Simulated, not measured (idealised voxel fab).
process module | voxel gate over fins
cross-section cut | 165 nm wide | cells 5 nm
A cross-section is a grid of square cells, given in bands from the top down. A band is one or more rows of cells.
Each band's line starts with the height of the band's top and of its bottom, in nm. Then come its materials from left to right, each with its width in nm. One material with "throughout" fills the band from edge to edge. "air" is empty space.
Height 0 is the level under which the wafer as received is all one material. The lowest band goes on downwards, as in "0 down".
A width such as "30 to 40" changes by the same amount from each row of cells to the next, from the band's top row to its bottom row.
"no change" after a step means that no cell of the cross-section changed.
closed voids: empty space of 8 cells or more with no open way to the top, each as width x height at its distance from the left edge, in nm
after a step's settings: what the simulator itself notes on the step
overlay nm, on a step with a mask: how far to the right of its planned place the mask lay; to the left if negative
plan
1 op RECEIVE | material Si
2 op CONFORMAL_DEP | material SiN | thk nm 5
3 op MASKED_ETCH | tone cover | mask id FINS | width nm 15 | pitch nm 45 | etch materials SiN | depth nm 5 | overlay nm 0
4 op MASKED_ETCH | tone cover | mask id FINS | width nm 15 | pitch nm 45 | etch materials Si | depth nm 30 | overlay nm 0
5 op OXIDIZE | depth nm 5
6 op FILL_DEP | material SiO2 | thk nm 10
7 op CMP | height nm 5
8 op SELECTIVE_ETCH | etch materials SiO2 | depth nm 20
9 op STRIP | etch materials SiN
10 op CONFORMAL_DEP | material HfO2 | thk nm 5
11 op CONFORMAL_DEP | material TiN | thk nm 5
12 op FILL_DEP | material W | thk nm 15
13 op CMP | height nm 20
14 op CONFORMAL_DEP | material SiN | thk nm 10
as received, after step 1
  0 down: Si throughout
  closed voids: none
first wafer at the end, as planned
  30 to 20: SiN throughout
  20 to 10: W throughout
  10 to 5: W 25 | TiN 25 | W 20 | TiN 25 | W 20 | TiN 25 | W 25
  5 to 0: W 25 | TiN 5 | HfO2 15 | TiN 5 | W 20 | TiN 5 | HfO2 15 | TiN 5 | W 20 | TiN 5 | HfO2 15 | TiN 5 | W 25
  0 to -5: W 25 | TiN 5 | HfO2 5 | Si 5 | HfO2 5 | TiN 5 | W 20 | TiN 5 | HfO2 5 | Si 5 | HfO2 5 | TiN 5 | W 20 | TiN 5 | HfO2 5 | Si 5 | HfO2 5 | TiN 5 | W 25
  -5 to -10: TiN 30 | HfO2 5 | Si 5 | HfO2 5 | TiN 30 | HfO2 5 | Si 5 | HfO2 5 | TiN 30 | HfO2 5 | Si 5 | HfO2 5 | TiN 30
  -10 to -15: HfO2 35 | Si 5 | HfO2 40 | Si 5 | HfO2 40 | Si 5 | HfO2 35
  -15 to -35: SiO2 35 | Si 5 | SiO2 40 | Si 5 | SiO2 40 | Si 5 | SiO2 35
  -35 down: Si throughout
  closed voids: none
second wafer at the end: like start, like plan, one mistake
  30 to 20: SiN throughout
  20 to 10: W throughout
  10 to 5: TiN 35 | W 5 | TiN 40 | W 5 | TiN 40 | W 5 | TiN 35
  5 to 0: HfO2 30 | TiN 15 | HfO2 30 | TiN 15 | HfO2 30 | TiN 15 | HfO2 30
  0 to -5: Si 25 | HfO2 25 | Si 20 | HfO2 25 | Si 20 | HfO2 25 | Si 25
  -5 down: Si throughout
  closed voids: none
what went wrong: step 3 ran as: op MASKED_ETCH | tone open | mask id FINS | width nm 15 | pitch nm 45 | etch materials SiN | depth nm 5 | overlay nm 0
at the end the second wafer has, in cells: 12 fewer of HfO2 | 195 more of Si | 120 fewer of SiO2 | 12 fewer of TiN | 51 fewer of W
